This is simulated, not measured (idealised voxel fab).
Module name: voxel gate over fins (process module)
cross-section cut | 280 nm wide | cells 5 nm
Think of the cross-section as a grid of square cells. We describe it in bands, top to bottom, and each band covers one or more rows of those cells.
First you get the band's top height and its bottom height, in nm, and then the materials it's made of, left to right, with each width in nm. If you see a single material with "throughout", that one covers the band edge to edge. "blank" is empty space.
Height reference: 0 = level under which incoming wafer is all one material. Lowest band: no bottom, runs on downward, e.g. "0 down".
Note: "30->40" means the width goes from the first number (top row of the band) to the second number (bottom row) in equal steps per row of cells.
Where the words "nothing was modified" appear for a step, the cross-section shows no cell changed by that step; every cell remained as before.
The entry "Sealed void listing" lists the empty spaces that cover at least 8 cells and have no open path to the top. Each is written as width x height at distance, where the distance is measured from the left edge and all three values are in nm.
after a step's settings: what the simulator itself notes on the step
overlay nm: step with mask; distance mask lay right of planned place; negative value = left of planned place.
The steps planned for the process are as follows:
1 RECEIVE [material Si]
2 CONFORMAL_DEP [material SiN] [thk nm 5]
3 PATTERN [tone cover] [mask id FINS] [material resist] [width nm 15] [pitch nm 35] [thk nm 15] [overlay nm 0]
4 DIRECTIONAL_ETCH [etch materials SiN] [depth nm 5]
5 DIRECTIONAL_ETCH [etch materials Si] [depth nm 40]
6 STRIP [etch materials resist]
7 OXIDIZE [depth nm 5]
8 FILL_DEP [material SiO2] [thk nm 15]
9 CMP [height nm 5]
10 SELECTIVE_ETCH [etch materials SiO2] [depth nm 15]
11 STRIP [etch materials SiN]
12 CONFORMAL_DEP [material HfO2] [thk nm 5]
13 CONFORMAL_DEP [material TiN] [thk nm 5]
14 CONFORMAL_DEP [material TiAl] [thk nm 5]
15 CONFORMAL_DEP [material TiN] [thk nm 5]
16 FILL_DEP [material W] [thk nm 10]
17 CMP [height nm 25]
18 CONFORMAL_DEP [material SiN] [thk nm 10]
The first of a set of two wafers, run to plan:
This is the cross-section of the wafer as we received it, i.e. after step 1:
    0 down = Si throughout
    Sealed void listing: none
Cross-section: wafer state after step 2:
    5 to 0 = SiN throughout
    At heights below 0, the structure remains unaltered.
Cross-section: wafer state after step 3:
    20 to 5 = blank 95 nm; resist 15 nm; blank 20 nm; resist 15 nm; blank 20 nm; resist 15 nm; blank 100 nm
    At heights below 5, the structure remains unaltered.
Cross-section: wafer state after step 4:
    20 to 5 = blank 95 nm; resist 15 nm; blank 20 nm; resist 15 nm; blank 20 nm; resist 15 nm; blank 100 nm
    5 to 0 = blank 95 nm; SiN 15 nm; blank 20 nm; SiN 15 nm; blank 20 nm; SiN 15 nm; blank 100 nm
    At heights below 0, the structure remains unaltered.
Cross-section: wafer state after step 5:
    20 to 5 = blank 95 nm; resist 15 nm; blank 20 nm; resist 15 nm; blank 20 nm; resist 15 nm; blank 100 nm
    5 to 0 = blank 95 nm; SiN 15 nm; blank 20 nm; SiN 15 nm; blank 20 nm; SiN 15 nm; blank 100 nm
    0 to -40 = blank 95 nm; Si 15 nm; blank 20 nm; Si 15 nm; blank 20 nm; Si 15 nm; blank 100 nm
    At heights below -40, the structure remains unaltered.
Cross-section: wafer state after step 6:
    5 to 0 = blank 95 nm; SiN 15 nm; blank 20 nm; SiN 15 nm; blank 20 nm; SiN 15 nm; blank 100 nm
    At heights below 0, the structure remains unaltered.
Cross-section: wafer state after step 7:
    5 to 0 = blank 95 nm; SiN 15 nm; blank 20 nm; SiN 15 nm; blank 20 nm; SiN 15 nm; blank 100 nm
    0 to -40 = blank 95 nm; SiO2 5 nm; Si 5 nm; SiO2 5 nm; blank 20 nm; SiO2 5 nm; Si 5 nm; SiO2 5 nm; blank 20 nm; SiO2 5 nm; Si 5 nm; SiO2 5 nm; blank 100 nm
    -40 to -45 = SiO2 100 nm; Si 5 nm; SiO2 30 nm; Si 5 nm; SiO2 30 nm; Si 5 nm; SiO2 105 nm
    At heights below -45, the structure remains unaltered.
Cross-section: wafer state after step 8:
    20 to 5 = SiO2 throughout
    5 to 0 = SiO2 95 nm; SiN 15 nm; SiO2 20 nm; SiN 15 nm; SiO2 20 nm; SiN 15 nm; SiO2 100 nm
    0 to -45 = SiO2 100 nm; Si 5 nm; SiO2 30 nm; Si 5 nm; SiO2 30 nm; Si 5 nm; SiO2 105 nm
    At heights below -45, the structure remains unaltered.
Cross-section: wafer state after step 9:
    5 to 0 = SiO2 95 nm; SiN 15 nm; SiO2 20 nm; SiN 15 nm; SiO2 20 nm; SiN 15 nm; SiO2 100 nm
    At heights below 0, the structure remains unaltered.
Cross-section: wafer state after step 10:
    5 to 0 = blank 95 nm; SiN 15 nm; blank 20 nm; SiN 15 nm; blank 20 nm; SiN 15 nm; blank 100 nm
    0 to -10 = blank 100 nm; Si 5 nm; blank 30 nm; Si 5 nm; blank 30 nm; Si 5 nm; blank 105 nm
    At heights below -10, the structure remains unaltered.
Cross-section: wafer state after step 11:
    0 to -10 = blank 100 nm; Si 5 nm; blank 30 nm; Si 5 nm; blank 30 nm; Si 5 nm; blank 105 nm
    At heights below -10, the structure remains unaltered.
Cross-section: wafer state after step 12:
    5 to 0 = blank 95 nm; HfO2 15 nm; blank 20 nm; HfO2 15 nm; blank 20 nm; HfO2 15 nm; blank 100 nm
    0 to -5 = blank 95 nm; HfO2 5 nm; Si 5 nm; HfO2 5 nm; blank 20 nm; HfO2 5 nm; Si 5 nm; HfO2 5 nm; blank 20 nm; HfO2 5 nm; Si 5 nm; HfO2 5 nm; blank 100 nm
    -5 to -10 = HfO2 100 nm; Si 5 nm; HfO2 30 nm; Si 5 nm; HfO2 30 nm; Si 5 nm; HfO2 105 nm
    At heights below -10, the structure remains unaltered.
Cross-section: wafer state after step 13:
    10 to 5 = blank 90 nm; TiN 25 nm; blank 10 nm; TiN 25 nm; blank 10 nm; TiN 25 nm; blank 95 nm
    5 to 0 = blank 90 nm; TiN 5 nm; HfO2 15 nm; TiN 5 nm; blank 10 nm; TiN 5 nm; HfO2 15 nm; TiN 5 nm; blank 10 nm; TiN 5 nm; HfO2 15 nm; TiN 5 nm; blank 95 nm
    0 to -5 = TiN 95 nm; HfO2 5 nm; Si 5 nm; HfO2 5 nm; TiN 20 nm; HfO2 5 nm; Si 5 nm; HfO2 5 nm; TiN 20 nm; HfO2 5 nm; Si 5 nm; HfO2 5 nm; TiN 100 nm
    At heights below -5, the structure remains unaltered.
Cross-section: wafer state after step 14:
    15 to 10 = blank 85 nm; TiAl 105 nm; blank 90 nm
    10 to 5 = blank 85 nm; TiAl 5 nm; TiN 25 nm; TiAl 10 nm; TiN 25 nm; TiAl 10 nm; TiN 25 nm; TiAl 5 nm; blank 90 nm
    5 to 0 = TiAl 90 nm; TiN 5 nm; HfO2 15 nm; TiN 5 nm; TiAl 10 nm; TiN 5 nm; HfO2 15 nm; TiN 5 nm; TiAl 10 nm; TiN 5 nm; HfO2 15 nm; TiN 5 nm; TiAl 95 nm
    At heights below 0, the structure remains unaltered.
Cross-section: wafer state after step 15:
    20 to 15 = blank 80 nm; TiN 115 nm; blank 85 nm
    15 to 10 = blank 80 nm; TiN 5 nm; TiAl 105 nm; TiN 5 nm; blank 85 nm
    10 to 5 = TiN 85 nm; TiAl 5 nm; TiN 25 nm; TiAl 10 nm; TiN 25 nm; TiAl 10 nm; TiN 25 nm; TiAl 5 nm; TiN 90 nm
    At heights below 5, the structure remains unaltered.
Cross-section: wafer state after step 16:
    30 to 20 = W throughout
    20 to 15 = W 80 nm; TiN 115 nm; W 85 nm
    15 to 10 = W 80 nm; TiN 5 nm; TiAl 105 nm; TiN 5 nm; W 85 nm
    At heights below 10, the structure remains unaltered.
Cross-section: wafer state after step 17:
    25 to 20 = W throughout
    At heights below 20, the structure remains unaltered.
Cross-section: wafer state after step 18:
    35 to 25 = SiN throughout
    At heights below 25, the structure remains unaltered.
Second wafer: like start, like plan, one mistake. Through step 2 it matches the first wafer:
Cross-sectional representation of the second wafer at the time designated in the plan for the completion of step 3:
    20 to 5 = blank 95 nm; resist 20 nm; blank 15 nm; resist 20 nm; blank 15 nm; resist 20 nm; blank 95 nm
    At heights below 5, the structure remains unaltered.
Cross-sectional representation of the second wafer at the time designated in the plan for the completion of step 4:
    20 to 5 = blank 95 nm; resist 20 nm; blank 15 nm; resist 20 nm; blank 15 nm; resist 20 nm; blank 95 nm
    5 to 0 = blank 95 nm; SiN 20 nm; blank 15 nm; SiN 20 nm; blank 15 nm; SiN 20 nm; blank 95 nm
    At heights below 0, the structure remains unaltered.
Cross-sectional representation of the second wafer at the time designated in the plan for the completion of step 5:
    20 to 5 = blank 95 nm; resist 20 nm; blank 15 nm; resist 20 nm; blank 15 nm; resist 20 nm; blank 95 nm
    5 to 0 = blank 95 nm; SiN 20 nm; blank 15 nm; SiN 20 nm; blank 15 nm; SiN 20 nm; blank 95 nm
    0 to -40 = blank 95 nm; Si 20 nm; blank 15 nm; Si 20 nm; blank 15 nm; Si 20 nm; blank 95 nm
    At heights below -40, the structure remains unaltered.
Cross-sectional representation of the second wafer at the time designated in the plan for the completion of step 6:
    5 to 0 = blank 95 nm; SiN 20 nm; blank 15 nm; SiN 20 nm; blank 15 nm; SiN 20 nm; blank 95 nm
    At heights below 0, the structure remains unaltered.
Cross-sectional representation of the second wafer at the time designated in the plan for the completion of step 7:
    5 to 0 = blank 95 nm; SiN 20 nm; blank 15 nm; SiN 20 nm; blank 15 nm; SiN 20 nm; blank 95 nm
    0 to -40 = blank 95 nm; SiO2 5 nm; Si 10 nm; SiO2 5 nm; blank 15 nm; SiO2 5 nm; Si 10 nm; SiO2 5 nm; blank 15 nm; SiO2 5 nm; Si 10 nm; SiO2 5 nm; blank 95 nm
    -40 to -45 = SiO2 100 nm; Si 10 nm; SiO2 25 nm; Si 10 nm; SiO2 25 nm; Si 10 nm; SiO2 100 nm
    At heights below -45, the structure remains unaltered.
Cross-sectional representation of the second wafer at the time designated in the plan for the completion of step 8:
    20 to 5 = SiO2 throughout
    5 to 0 = SiO2 95 nm; SiN 20 nm; SiO2 15 nm; SiN 20 nm; SiO2 15 nm; SiN 20 nm; SiO2 95 nm
    0 to -45 = SiO2 100 nm; Si 10 nm; SiO2 25 nm; Si 10 nm; SiO2 25 nm; Si 10 nm; SiO2 100 nm
    At heights below -45, the structure remains unaltered.
Cross-sectional representation of the second wafer at the time designated in the plan for the completion of step 9:
    5 to 0 = SiO2 95 nm; SiN 20 nm; SiO2 15 nm; SiN 20 nm; SiO2 15 nm; SiN 20 nm; SiO2 95 nm
    At heights below 0, the structure remains unaltered.
Cross-sectional representation of the second wafer at the time designated in the plan for the completion of step 10:
    5 to 0 = blank 95 nm; SiN 20 nm; blank 15 nm; SiN 20 nm; blank 15 nm; SiN 20 nm; blank 95 nm
    0 to -10 = blank 100 nm; Si 10 nm; blank 25 nm; Si 10 nm; blank 25 nm; Si 10 nm; blank 100 nm
    At heights below -10, the structure remains unaltered.
Cross-sectional representation of the second wafer at the time designated in the plan for the completion of step 11:
    0 to -10 = blank 100 nm; Si 10 nm; blank 25 nm; Si 10 nm; blank 25 nm; Si 10 nm; blank 100 nm
    At heights below -10, the structure remains unaltered.
Cross-sectional representation of the second wafer at the time designated in the plan for the completion of step 12:
    5 to 0 = blank 95 nm; HfO2 20 nm; blank 15 nm; HfO2 20 nm; blank 15 nm; HfO2 20 nm; blank 95 nm
    0 to -5 = blank 95 nm; HfO2 5 nm; Si 10 nm; HfO2 5 nm; blank 15 nm; HfO2 5 nm; Si 10 nm; HfO2 5 nm; blank 15 nm; HfO2 5 nm; Si 10 nm; HfO2 5 nm; blank 95 nm
    -5 to -10 = HfO2 100 nm; Si 10 nm; HfO2 25 nm; Si 10 nm; HfO2 25 nm; Si 10 nm; HfO2 100 nm
    At heights below -10, the structure remains unaltered.
Cross-sectional representation of the second wafer at the time designated in the plan for the completion of step 13:
    10 to 5 = blank 90 nm; TiN 30 nm; blank 5 nm; TiN 30 nm; blank 5 nm; TiN 30 nm; blank 90 nm
    5 to 0 = blank 90 nm; TiN 5 nm; HfO2 20 nm; TiN 5 nm; blank 5 nm; TiN 5 nm; HfO2 20 nm; TiN 5 nm; blank 5 nm; TiN 5 nm; HfO2 20 nm; TiN 5 nm; blank 90 nm
    0 to -5 = TiN 95 nm; HfO2 5 nm; Si 10 nm; HfO2 5 nm; TiN 15 nm; HfO2 5 nm; Si 10 nm; HfO2 5 nm; TiN 15 nm; HfO2 5 nm; Si 10 nm; HfO2 5 nm; TiN 95 nm
    At heights below -5, the structure remains unaltered.
Cross-sectional representation of the second wafer at the time designated in the plan for the completion of step 14:
    15 to 10 = blank 85 nm; TiAl 110 nm; blank 85 nm
    10 to 5 = blank 85 nm; TiAl 5 nm; TiN 30 nm; TiAl 5 nm; TiN 30 nm; TiAl 5 nm; TiN 30 nm; TiAl 5 nm; blank 85 nm
    5 to 0 = TiAl 90 nm; TiN 5 nm; HfO2 20 nm; TiN 5 nm; TiAl 5 nm; TiN 5 nm; HfO2 20 nm; TiN 5 nm; TiAl 5 nm; TiN 5 nm; HfO2 20 nm; TiN 5 nm; TiAl 90 nm
    At heights below 0, the structure remains unaltered.
Cross-sectional representation of the second wafer at the time designated in the plan for the completion of step 15:
    20 to 15 = blank 80 nm; TiN 120 nm; blank 80 nm
    15 to 10 = blank 80 nm; TiN 5 nm; TiAl 110 nm; TiN 5 nm; blank 80 nm
    10 to 5 = TiN 85 nm; TiAl 5 nm; TiN 30 nm; TiAl 5 nm; TiN 30 nm; TiAl 5 nm; TiN 30 nm; TiAl 5 nm; TiN 85 nm
    At heights below 5, the structure remains unaltered.
Cross-sectional representation of the second wafer at the time designated in the plan for the completion of step 16:
    30 to 20 = W throughout
    20 to 15 = W 80 nm; TiN 120 nm; W 80 nm
    15 to 10 = W 80 nm; TiN 5 nm; TiAl 110 nm; TiN 5 nm; W 80 nm
    At heights below 10, the structure remains unaltered.
Cross-sectional representation of the second wafer at the time designated in the plan for the completion of step 17:
    25 to 20 = W throughout
    At heights below 20, the structure remains unaltered.
Cross-sectional representation of the second wafer at the time designated in the plan for the completion of step 18:
    35 to 25 = SiN throughout
    At heights below 25, the structure remains unaltered.
What went wrong in running the wafer? step 3 was processed under conditions differing from the plan, specifically as PATTERN [tone cover] [mask id FINS] [material resist] [width nm 20] [pitch nm 35] [thk nm 15] [overlay nm 0]
Cell-count delta at end, second wafer over first, by material: Si: 27 more; SiO2: 21 fewer; TiAl: 4 fewer; W: 2 fewer
